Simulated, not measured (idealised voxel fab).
process module | voxel fin reveal
cross-section cut | 210 nm wide | cells 5 nm
A cross-section is a grid of square cells, given in bands from the top down. A band is one or more rows of cells.
Each band's line starts with the height of the band's top and of its bottom, in nm. Then come its materials from left to right, each with its width in nm. One material with "throughout" fills the band from edge to edge. "air" is empty space.
Height 0 is the level under which the wafer as received is all one material. The lowest band goes on downwards, as in "0 down".
A width such as "30 to 40" changes by the same amount from each row of cells to the next, from the band's top row to its bottom row.
"no change" after a step means that no cell of the cross-section changed.
closed voids: empty space of 8 cells or more with no open way to the top, each as width x height at its distance from the left edge, in nm
after a step's settings: what the simulator itself notes on the step
overlay nm, on a step with a mask: how far to the right of its planned place the mask lay; to the left if negative
plan
1 op RECEIVE | material Si
2 op CONFORMAL_DEP | material SiN | thk nm 10
3 op MASKED_ETCH | tone cover | mask id FINS | width nm 15 | pitch nm 40 | etch materials SiN | depth nm 10 | overlay nm 0
4 op MASKED_ETCH | tone cover | mask id FINS | width nm 15 | pitch nm 40 | etch materials Si | depth nm 40 | overlay nm 0
5 op FILL_DEP | material SiO2 | thk nm 10
6 op CMP | height nm 10
7 op SELECTIVE_ETCH | etch materials SiO2 | depth nm 35
8 op STRIP | etch materials SiN
as received, after step 1
  0 down: Si throughout
  closed voids: none
a wafer at the end: this start, this plan, one mistake
  0 to -25: air 75 | Si 15 | air 25 | Si 15 | air 80
  -25 to -35: SiO2 40 | air 35 | Si 15 | air 25 | Si 15 | air 35 | SiO2 45
  -35 to -40: SiO2 75 | Si 15 | SiO2 25 | Si 15 | SiO2 80
  -40 down: Si throughout
  closed voids: none
what went wrong: steps 7 and 8 were swapped
